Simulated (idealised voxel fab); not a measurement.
The process module presented herein is designated voxel wiring stack.
Square cell edge 5 nm, section width 210 nm, ID cut.
We lay out every cross-section as a grid of square cells and spell it out in bands from the top down, where one band means one or more rows of cells.
Band: top and bottom heights (nm) first, top before bottom; then materials from left to right, widths in nm. "edge to edge" marks a sole material filling the band edge to edge. "air" denotes empty space.
Where do heights start? At 0: under that level the wafer as delivered is made of one material only. And the lowest band has no floor; it just carries on downward, as in "0 nm and below".
Per-row width for "30->40": begins at first number (top row of band), ends at second number (bottom row), increment between rows held constant.
Given "changes: none" for a step, no cell of the cross-section differs between before and after that step.
You'll see "Fully sealed voids" listing empty spaces that have no way open to the top, as long as they're 8 cells or more; the notation is width x height at distance, where the distance is from the left edge, and all of it is in nm.
Step line, after settings: the simulator's comment on this step.
overlay nm: step with mask; distance mask lay right of planned place; negative value = left of planned place.
The planned process steps are enumerated hereunder:
1) RECEIVE with material Si
2) CONFORMAL_DEP with material SiO2, thk nm 10
3) DIRECTIONAL_DEP with material TiN, thk nm 5
4) DIRECTIONAL_DEP with material W, thk nm 25
5) PATTERN with tone cover, mask id METAL_1, material resist, width nm 30, pitch nm 55, thk nm 15, overlay nm 0
6) DIRECTIONAL_ETCH with etch materials W, depth nm 25
7) DIRECTIONAL_ETCH with etch materials TiN, depth nm 5
8) STRIP with etch materials resist
9) FILL_DEP with material lowk, thk nm 5
10) CMP with height nm 40
11) CONFORMAL_DEP with material SiCN, thk nm 5
12) DIRECTIONAL_DEP with material lowk, thk nm 10
13) DIRECTIONAL_DEP with material aC, thk nm 15
14) PATTERN with tone open, mask id PLUG_1, material resist, width nm 15, pitch nm 55, thk nm 30, overlay nm 0
15) DIRECTIONAL_ETCH with etch materials aC, depth nm 15
16) STRIP with etch materials resist
17) DIRECTIONAL_ETCH with etch materials lowk, depth nm 10
18) DIRECTIONAL_ETCH with etch materials SiCN, depth nm 5
19) STRIP with etch materials aC
20) EPI with material Ru, thk nm 10
21) EPI with material Ru, thk nm 5
22) CONFORMAL_DEP with material SiCN, thk nm 5
23) DIRECTIONAL_DEP with material SiO2, thk nm 25
24) DIRECTIONAL_DEP with material aC, thk nm 10
25) PATTERN with tone open, mask id METAL_2, material resist, width nm 30, pitch nm 55, thk nm 25, overlay nm 0
26) DIRECTIONAL_ETCH with etch materials aC, depth nm 10
27) STRIP with etch materials resist
28) DIRECTIONAL_ETCH with etch materials SiO2, depth nm 25
29) DIRECTIONAL_ETCH with etch materials SiCN, depth nm 5
30) STRIP with etch materials aC
31) CONFORMAL_DEP with material TiN, thk nm 5
32) FILL_DEP with material W, thk nm 5
33) CMP with height nm 85
34) CONFORMAL_DEP with material SiN, thk nm 5
Run as planned: first of two wafers:
The cross-section here shows the wafer as received, i.e. in its state after step 1:
  0 nm and below: Si edge to edge
  Fully sealed voids: none
State of the wafer after step 2, shown in cross-section:
  10 nm to 0 nm: SiO2 edge to edge
  Whatever lies below 0 is exactly as it was before.
State of the wafer after step 3, shown in cross-section:
  15 nm to 10 nm: TiN edge to edge
  Whatever lies below 10 is exactly as it was before.
State of the wafer after step 4, shown in cross-section:
  40 nm to 15 nm: W edge to edge
  Whatever lies below 15 is exactly as it was before.
State of the wafer after step 5, shown in cross-section:
  55 nm to 40 nm: 35 of air, 30 of resist, 25 of air, 30 of resist, 25 of air, 30 of resist, 35 of air
  Whatever lies below 40 is exactly as it was before.
State of the wafer after step 6, shown in cross-section:
  55 nm to 40 nm: 35 of air, 30 of resist, 25 of air, 30 of resist, 25 of air, 30 of resist, 35 of air
  40 nm to 15 nm: 35 of air, 30 of W, 25 of air, 30 of W, 25 of air, 30 of W, 35 of air
  Whatever lies below 15 is exactly as it was before.
State of the wafer after step 7, shown in cross-section:
  55 nm to 40 nm: 35 of air, 30 of resist, 25 of air, 30 of resist, 25 of air, 30 of resist, 35 of air
  40 nm to 15 nm: 35 of air, 30 of W, 25 of air, 30 of W, 25 of air, 30 of W, 35 of air
  15 nm to 10 nm: 35 of air, 30 of TiN, 25 of air, 30 of TiN, 25 of air, 30 of TiN, 35 of air
  Whatever lies below 10 is exactly as it was before.
State of the wafer after step 8, shown in cross-section:
  40 nm to 15 nm: 35 of air, 30 of W, 25 of air, 30 of W, 25 of air, 30 of W, 35 of air
  Whatever lies below 15 is exactly as it was before.
State of the wafer after step 9, shown in cross-section:
  45 nm to 40 nm: lowk edge to edge
  40 nm to 15 nm: 35 of lowk, 30 of W, 25 of lowk, 30 of W, 25 of lowk, 30 of W, 35 of lowk
  15 nm to 10 nm: 35 of lowk, 30 of TiN, 25 of lowk, 30 of TiN, 25 of lowk, 30 of TiN, 35 of lowk
  Whatever lies below 10 is exactly as it was before.
State of the wafer after step 10, shown in cross-section:
  40 nm to 15 nm: 35 of lowk, 30 of W, 25 of lowk, 30 of W, 25 of lowk, 30 of W, 35 of lowk
  Whatever lies below 15 is exactly as it was before.
State of the wafer after step 11, shown in cross-section:
  45 nm to 40 nm: SiCN edge to edge
  Whatever lies below 40 is exactly as it was before.
State of the wafer after step 12, shown in cross-section:
  55 nm to 45 nm: lowk edge to edge
  Whatever lies below 45 is exactly as it was before.
State of the wafer after step 13, shown in cross-section:
  70 nm to 55 nm: aC edge to edge
  Whatever lies below 55 is exactly as it was before.
State of the wafer after step 14, shown in cross-section:
  100 nm to 70 nm: 35 of resist, 15 of air, 40 of resist, 15 of air, 40 of resist, 15 of air, 50 of resist
  Whatever lies below 70 is exactly as it was before.
State of the wafer after step 15, shown in cross-section:
  85 nm to 70 nm: 35 of resist, 15 of air, 40 of resist, 15 of air, 40 of resist, 15 of air, 50 of resist
  70 nm to 55 nm: 35 of aC, 15 of air, 40 of aC, 15 of air, 40 of aC, 15 of air, 50 of aC
  Whatever lies below 55 is exactly as it was before.
State of the wafer after step 16, shown in cross-section:
  70 nm to 55 nm: 35 of aC, 15 of air, 40 of aC, 15 of air, 40 of aC, 15 of air, 50 of aC
  Whatever lies below 55 is exactly as it was before.
State of the wafer after step 17, shown in cross-section:
  70 nm to 55 nm: 35 of aC, 15 of air, 40 of aC, 15 of air, 40 of aC, 15 of air, 50 of aC
  55 nm to 45 nm: 35 of lowk, 15 of air, 40 of lowk, 15 of air, 40 of lowk, 15 of air, 50 of lowk
  Whatever lies below 45 is exactly as it was before.
State of the wafer after step 18, shown in cross-section:
  70 nm to 55 nm: 35 of aC, 15 of air, 40 of aC, 15 of air, 40 of aC, 15 of air, 50 of aC
  55 nm to 45 nm: 35 of lowk, 15 of air, 40 of lowk, 15 of air, 40 of lowk, 15 of air, 50 of lowk
  45 nm to 40 nm: 35 of SiCN, 15 of air, 40 of SiCN, 15 of air, 40 of SiCN, 15 of air, 50 of SiCN
  Whatever lies below 40 is exactly as it was before.
State of the wafer after step 19, shown in cross-section:
  55 nm to 45 nm: 35 of lowk, 15 of air, 40 of lowk, 15 of air, 40 of lowk, 15 of air, 50 of lowk
  Whatever lies below 45 is exactly as it was before.
State of the wafer after step 20, shown in cross-section:
  55 nm to 50 nm: 35 of lowk, 15 of air, 40 of lowk, 15 of air, 40 of lowk, 15 of air, 50 of lowk
  50 nm to 45 nm: 35 of lowk, 15 of Ru, 40 of lowk, 15 of Ru, 40 of lowk, 15 of Ru, 50 of lowk
  45 nm to 40 nm: 35 of SiCN, 15 of Ru, 40 of SiCN, 15 of Ru, 40 of SiCN, 15 of Ru, 50 of SiCN
  Whatever lies below 40 is exactly as it was before.
State of the wafer after step 21, shown in cross-section:
  55 nm to 45 nm: 35 of lowk, 15 of Ru, 40 of lowk, 15 of Ru, 40 of lowk, 15 of Ru, 50 of lowk
  Whatever lies below 45 is exactly as it was before.
State of the wafer after step 22, shown in cross-section:
  60 nm to 55 nm: SiCN edge to edge
  Whatever lies below 55 is exactly as it was before.
State of the wafer after step 23, shown in cross-section:
  85 nm to 60 nm: SiO2 edge to edge
  Whatever lies below 60 is exactly as it was before.
State of the wafer after step 24, shown in cross-section:
  95 nm to 85 nm: aC edge to edge
  Whatever lies below 85 is exactly as it was before.
State of the wafer after step 25, shown in cross-section:
  120 nm to 95 nm: 35 of resist, 30 of air, 25 of resist, 30 of air, 25 of resist, 30 of air, 35 of resist
  Whatever lies below 95 is exactly as it was before.
State of the wafer after step 26, shown in cross-section:
  110 nm to 95 nm: 35 of resist, 30 of air, 25 of resist, 30 of air, 25 of resist, 30 of air, 35 of resist
  95 nm to 85 nm: 35 of aC, 30 of air, 25 of aC, 30 of air, 25 of aC, 30 of air, 35 of aC
  Whatever lies below 85 is exactly as it was before.
State of the wafer after step 27, shown in cross-section:
  95 nm to 85 nm: 35 of aC, 30 of air, 25 of aC, 30 of air, 25 of aC, 30 of air, 35 of aC
  Whatever lies below 85 is exactly as it was before.
State of the wafer after step 28, shown in cross-section:
  95 nm to 85 nm: 35 of aC, 30 of air, 25 of aC, 30 of air, 25 of aC, 30 of air, 35 of aC
  85 nm to 60 nm: 35 of SiO2, 30 of air, 25 of SiO2, 30 of air, 25 of SiO2, 30 of air, 35 of SiO2
  Whatever lies below 60 is exactly as it was before.
State of the wafer after step 29, shown in cross-section:
  95 nm to 85 nm: 35 of aC, 30 of air, 25 of aC, 30 of air, 25 of aC, 30 of air, 35 of aC
  85 nm to 60 nm: 35 of SiO2, 30 of air, 25 of SiO2, 30 of air, 25 of SiO2, 30 of air, 35 of SiO2
  60 nm to 55 nm: 35 of SiCN, 30 of air, 25 of SiCN, 30 of air, 25 of SiCN, 30 of air, 35 of SiCN
  Whatever lies below 55 is exactly as it was before.
State of the wafer after step 30, shown in cross-section:
  85 nm to 60 nm: 35 of SiO2, 30 of air, 25 of SiO2, 30 of air, 25 of SiO2, 30 of air, 35 of SiO2
  Whatever lies below 60 is exactly as it was before.
State of the wafer after step 31, shown in cross-section:
  90 nm to 85 nm: 40 of TiN, 20 of air, 35 of TiN, 20 of air, 35 of TiN, 20 of air, 40 of TiN
  85 nm to 60 nm: 35 of SiO2, 5 of TiN, 20 of air, 5 of TiN, 25 of SiO2, 5 of TiN, 20 of air, 5 of TiN, 25 of SiO2, 5 of TiN, 20 of air, 5 of TiN, 35 of SiO2
  60 nm to 55 nm: 35 of SiCN, 30 of TiN, 25 of SiCN, 30 of TiN, 25 of SiCN, 30 of TiN, 35 of SiCN
  Whatever lies below 55 is exactly as it was before.
State of the wafer after step 32, shown in cross-section:
  95 nm to 90 nm: W edge to edge
  90 nm to 85 nm: 40 of TiN, 20 of W, 35 of TiN, 20 of W, 35 of TiN, 20 of W, 40 of TiN
  85 nm to 60 nm: 35 of SiO2, 5 of TiN, 20 of W, 5 of TiN, 25 of SiO2, 5 of TiN, 20 of W, 5 of TiN, 25 of SiO2, 5 of TiN, 20 of W, 5 of TiN, 35 of SiO2
  Whatever lies below 60 is exactly as it was before.
State of the wafer after step 33, shown in cross-section:
  85 nm to 60 nm: 35 of SiO2, 5 of TiN, 20 of W, 5 of TiN, 25 of SiO2, 5 of TiN, 20 of W, 5 of TiN, 25 of SiO2, 5 of TiN, 20 of W, 5 of TiN, 35 of SiO2
  Whatever lies below 60 is exactly as it was before.
State of the wafer after step 34, shown in cross-section:
  90 nm to 85 nm: SiN edge to edge
  Whatever lies below 85 is exactly as it was before.
What follows concerns the second wafer, which started out like the first and was meant to follow the very same plan; one mistake crept in when it was run, but everything up to and including step 21 is the same as for the first wafer:
Cross-sectional representation of the second wafer at the time designated in the plan for the completion of step 22: changes: none
Cross-sectional representation of the second wafer at the time designated in the plan for the completion of step 23:
  80 nm to 55 nm: SiO2 edge to edge
  Whatever lies below 55 is exactly as it was before.
Cross-sectional representation of the second wafer at the time designated in the plan for the completion of step 24:
  90 nm to 80 nm: aC edge to edge
  Whatever lies below 80 is exactly as it was before.
Cross-sectional representation of the second wafer at the time designated in the plan for the completion of step 25:
  115 nm to 90 nm: 35 of resist, 30 of air, 25 of resist, 30 of air, 25 of resist, 30 of air, 35 of resist
  Whatever lies below 90 is exactly as it was before.
Cross-sectional representation of the second wafer at the time designated in the plan for the completion of step 26:
  105 nm to 90 nm: 35 of resist, 30 of air, 25 of resist, 30 of air, 25 of resist, 30 of air, 35 of resist
  90 nm to 80 nm: 35 of aC, 30 of air, 25 of aC, 30 of air, 25 of aC, 30 of air, 35 of aC
  Whatever lies below 80 is exactly as it was before.
Cross-sectional representation of the second wafer at the time designated in the plan for the completion of step 27:
  90 nm to 80 nm: 35 of aC, 30 of air, 25 of aC, 30 of air, 25 of aC, 30 of air, 35 of aC
  Whatever lies below 80 is exactly as it was before.
Cross-sectional representation of the second wafer at the time designated in the plan for the completion of step 28:
  90 nm to 80 nm: 35 of aC, 30 of air, 25 of aC, 30 of air, 25 of aC, 30 of air, 35 of aC
  80 nm to 55 nm: 35 of SiO2, 30 of air, 25 of SiO2, 30 of air, 25 of SiO2, 30 of air, 35 of SiO2
  Whatever lies below 55 is exactly as it was before.
Cross-sectional representation of the second wafer at the time designated in the plan for the completion of step 29: changes: none
Cross-sectional representation of the second wafer at the time designated in the plan for the completion of step 30:
  80 nm to 55 nm: 35 of SiO2, 30 of air, 25 of SiO2, 30 of air, 25 of SiO2, 30 of air, 35 of SiO2
  Whatever lies below 55 is exactly as it was before.
Cross-sectional representation of the second wafer at the time designated in the plan for the completion of step 31:
  85 nm to 80 nm: 40 of TiN, 20 of air, 35 of TiN, 20 of air, 35 of TiN, 20 of air, 40 of TiN
  80 nm to 60 nm: 35 of SiO2, 5 of TiN, 20 of air, 5 of TiN, 25 of SiO2, 5 of TiN, 20 of air, 5 of TiN, 25 of SiO2, 5 of TiN, 20 of air, 5 of TiN, 35 of SiO2
  60 nm to 55 nm: 35 of SiO2, 30 of TiN, 25 of SiO2, 30 of TiN, 25 of SiO2, 30 of TiN, 35 of SiO2
  Whatever lies below 55 is exactly as it was before.
Cross-sectional representation of the second wafer at the time designated in the plan for the completion of step 32:
  90 nm to 85 nm: W edge to edge
  85 nm to 80 nm: 40 of TiN, 20 of W, 35 of TiN, 20 of W, 35 of TiN, 20 of W, 40 of TiN
  80 nm to 60 nm: 35 of SiO2, 5 of TiN, 20 of W, 5 of TiN, 25 of SiO2, 5 of TiN, 20 of W, 5 of TiN, 25 of SiO2, 5 of TiN, 20 of W, 5 of TiN, 35 of SiO2
  Whatever lies below 60 is exactly as it was before.
Cross-sectional representation of the second wafer at the time designated in the plan for the completion of step 33:
  85 nm to 80 nm: 40 of TiN, 20 of W, 35 of TiN, 20 of W, 35 of TiN, 20 of W, 40 of TiN
  Whatever lies below 80 is exactly as it was before.
Cross-sectional representation of the second wafer at the time designated in the plan for the completion of step 34:
  90 nm to 85 nm: SiN edge to edge
  Whatever lies below 85 is exactly as it was before.
Error vs. plan: heads up, step 22 of the plan was skipped and never actually ran
FYI, end of process, the second wafer has more or fewer cells of some materials than the first: 24 fewer of SiCN, 24 more of TiN
